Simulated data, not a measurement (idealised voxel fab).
process module | voxel capacitor over wiring
cross-section cut | 210 nm wide | cells 5 nm
A cross-section is a grid of square cells, given in bands from the top down. A band is one or more rows of cells.
Each band's line starts with the height of the band's top and of its bottom, in nm. Then come its materials from left to right, each with its width in nm. One material with "throughout" fills the band from edge to edge. "air" is empty space.
Height 0 is the level under which the wafer as received is all one material. The lowest band goes on downwards, as in "0 down".
A width such as "30 to 40" changes by the same amount from each row of cells to the next, from the band's top row to its bottom row.
"no change" after a step means that no cell of the cross-section changed.
closed voids: empty space of 8 cells or more with no open way to the top, each as width x height at its distance from the left edge, in nm
after a step's settings: what the simulator itself notes on the step
overlay nm, on a step with a mask: how far to the right of its planned place the mask lay; to the left if negative
plan
1 op RECEIVE | material Si
2 op CONFORMAL_DEP | material SiO2 | thk nm 15
3 op DIRECTIONAL_DEP | material TiN | thk nm 5
4 op DIRECTIONAL_DEP | material W | thk nm 25
5 op MASKED_ETCH | tone cover | mask id METAL_1 | width nm 20 | pitch nm 80 | etch materials W | depth nm 25 | overlay nm 0
6 op MASKED_ETCH | tone cover | mask id METAL_1 | width nm 20 | pitch nm 80 | etch materials TiN | depth nm 5 | overlay nm 0
7 op CONFORMAL_DEP | material SiN | thk nm 5
8 op FILL_DEP | material lowk | thk nm 5
9 op CMP | height nm 45
10 op CONFORMAL_DEP | material SiCN | thk nm 5
11 op DIRECTIONAL_DEP | material SiO2 | thk nm 10
12 op MASKED_ETCH | tone open | mask id PLUG_1 | width nm 15 | etch materials SiO2 | depth nm 10 | overlay nm 0
13 op MASKED_ETCH | tone open | mask id PLUG_1 | width nm 15 | etch materials SiCN | depth nm 5 | overlay nm 0
14 op CONFORMAL_DEP | material TiN | thk nm 5
15 op FILL_DEP | material Cu | thk nm 5
16 op CMP | height nm 60
17 op DIRECTIONAL_DEP | material TiN | thk nm 5
18 op DIRECTIONAL_DEP | material Al2O3 | thk nm 5
19 op DIRECTIONAL_DEP | material TiN | thk nm 10
20 op DIRECTIONAL_DEP | material aC | thk nm 10
21 op PATTERN | tone cover | mask id UPPER_PLATE | material resist | width nm 65 | thk nm 25 | overlay nm 0
22 op DIRECTIONAL_ETCH | etch materials aC | depth nm 10
23 op STRIP | etch materials resist
24 op DIRECTIONAL_ETCH | etch materials TiN | depth nm 10
25 op DIRECTIONAL_ETCH | etch materials Al2O3 | depth nm 5
26 op STRIP | etch materials aC
27 op DIRECTIONAL_DEP | material aC | thk nm 10
28 op PATTERN | tone cover | mask id LOWER_PLATE | material resist | width nm 75 | thk nm 30 | overlay nm 0
29 op DIRECTIONAL_ETCH | etch materials aC | depth nm 10
30 op STRIP | etch materials resist
31 op DIRECTIONAL_ETCH | etch materials TiN | depth nm 5
32 op STRIP | etch materials aC
33 op FILL_DEP | material SiO2 | thk nm 20
34 op CMP | height nm 95
35 op MASKED_ETCH | tone open | mask id PLUG_2 | width nm 15 | etch materials SiO2 | depth nm 15 | overlay nm 0
36 op CONFORMAL_DEP | material TiN | thk nm 5
37 op FILL_DEP | material Ru | thk nm 5
38 op CMP | height nm 95
39 op CONFORMAL_DEP | material SiCN | thk nm 5
as received, after step 1
  0 down: Si throughout
  closed voids: none
a wafer at the end: this start, this plan, one mistake
  100 to 95: SiCN throughout
  95 to 85: SiO2 65 | TiN 5 | Ru 15 | TiN 5 | SiO2 120
  85 to 80: SiO2 65 | TiN 25 | SiO2 120
  80 to 70: SiO2 60 | TiN 65 | SiO2 85
  70 to 65: SiO2 60 | Al2O3 65 | SiO2 85
  65 to 60: SiO2 55 | TiN 75 | SiO2 80
  60 to 50: SiO2 60 | TiN 5 | Cu 5 | TiN 5 | SiO2 135
  50 to 45: SiCN 60 | TiN 15 | SiCN 135
  45 to 20: lowk 50 | SiN 5 | W 20 | SiN 5 | lowk 50 | SiN 5 | W 20 | SiN 5 | lowk 50
  20 to 15: SiN 55 | TiN 20 | SiN 60 | TiN 20 | SiN 55
  15 to 0: SiO2 throughout
  0 down: Si throughout
  closed voids: none
what went wrong: step 35 ran as: op MASKED_ETCH | tone open | mask id PLUG_2 | width nm 25 | etch materials SiO2 | depth nm 15 | overlay nm 0
